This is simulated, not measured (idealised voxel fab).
voxel fin reveal: a process module
The cross-section shown here is cut; it is 280 nm wide and divided into square cells measuring 5 nm on a side.
Reading order for cross-sections: top band down to bottom band. Underlying form: a grid of square cells. Band size: one or more rows of cells.
Quick guide to a band line: top height, bottom height (nm) up front; then every material left to right with its width in nm. Only one material and it's marked "full width"? Then it fills the band edge to edge. And "blank" just means empty space.
A quick word on heights: they are counted from 0, and under that level the wafer as it came to us is one material throughout. The lowest band is different from the rest in having no bottom; it simply continues downward, written as in "0 and below".
A width such as "30..40" changes by the same amount from each row of cells to the next, from the band's top row to its bottom row.
The designation "left unchanged", where it is given for a processing step, indicates that no cell of the cross-section was altered in the course of that step.
Empty spaces counting at least 8 cells and having no open way to the top are listed in "Trapped voids". The notation width x height at distance is used for each, the distance being from the left edge and all three values in nm.
Post-settings text on a step line: simulator's own remark regarding the step.
A step line may carry the setting "overlay nm", which, for steps involving a mask, states the distance by which the mask lay to the right of its intended position; negative values denote displacement to the left.
plan
step 1: op RECEIVE | material Si
step 2: op CONFORMAL_DEP | material SiN | thk nm 10
step 3: op MASKED_ETCH | tone cover | mask id FINS | width nm 15 | pitch nm 40 | etch materials SiN | depth nm 10 | overlay nm -15
step 4: op MASKED_ETCH | tone cover | mask id FINS | width nm 15 | pitch nm 40 | etch materials Si | depth nm 40 | overlay nm 0
step 5: op FILL_DEP | material SiO2 | thk nm 5
step 6: op CMP | height nm 10
step 7: op SELECTIVE_ETCH | etch materials SiO2 | depth nm 40
step 8: op STRIP | etch materials SiN
varied across the wafers: overlay nm of step 3. The plan shows the first wafer's value. All wafers start alike
Step 1 complete: as-received cross-section of the first of several wafers
> 0 and below = Si full width
> Trapped voids: none
first wafer at the end, after step 8
> 0 down to -30 = blank=55 / Si=30 / blank=10 / Si=30 / blank=10 / Si=30 / blank=10 / Si=30 / blank=75
> -30 down to -40 = SiO2=55 / Si=30 / SiO2=10 / Si=30 / SiO2=10 / Si=30 / SiO2=10 / Si=30 / SiO2=75
> -40 and below = Si full width
> Trapped voids: none
Last wafer, end of module, cross-section
> 0 down to -30 = blank=70 / Si=30 / blank=10 / Si=30 / blank=10 / Si=30 / blank=10 / Si=30 / blank=60
> -30 down to -40 = SiO2=70 / Si=30 / SiO2=10 / Si=30 / SiO2=10 / Si=30 / SiO2=10 / Si=30 / SiO2=60
> -40 and below = Si full width
> Trapped voids: none
Basically each wafer gets a line in the table, showing it at the end of the module: material by material, the cells it gained (+) or lost (-) since we got it, then its closed voids
overlay nm -15; -256 Si; +64 SiO2; Trapped voids: none
overlay nm -10; -288 Si; +72 SiO2; Trapped voids: none
overlay nm -5; -320 Si; +80 SiO2; Trapped voids: none
overlay nm 0; -352 Si; +88 SiO2; Trapped voids: none
overlay nm 5; -320 Si; +80 SiO2; Trapped voids: none
overlay nm 10; -288 Si; +72 SiO2; Trapped voids: none
overlay nm 15; -256 Si; +64 SiO2; Trapped voids: none
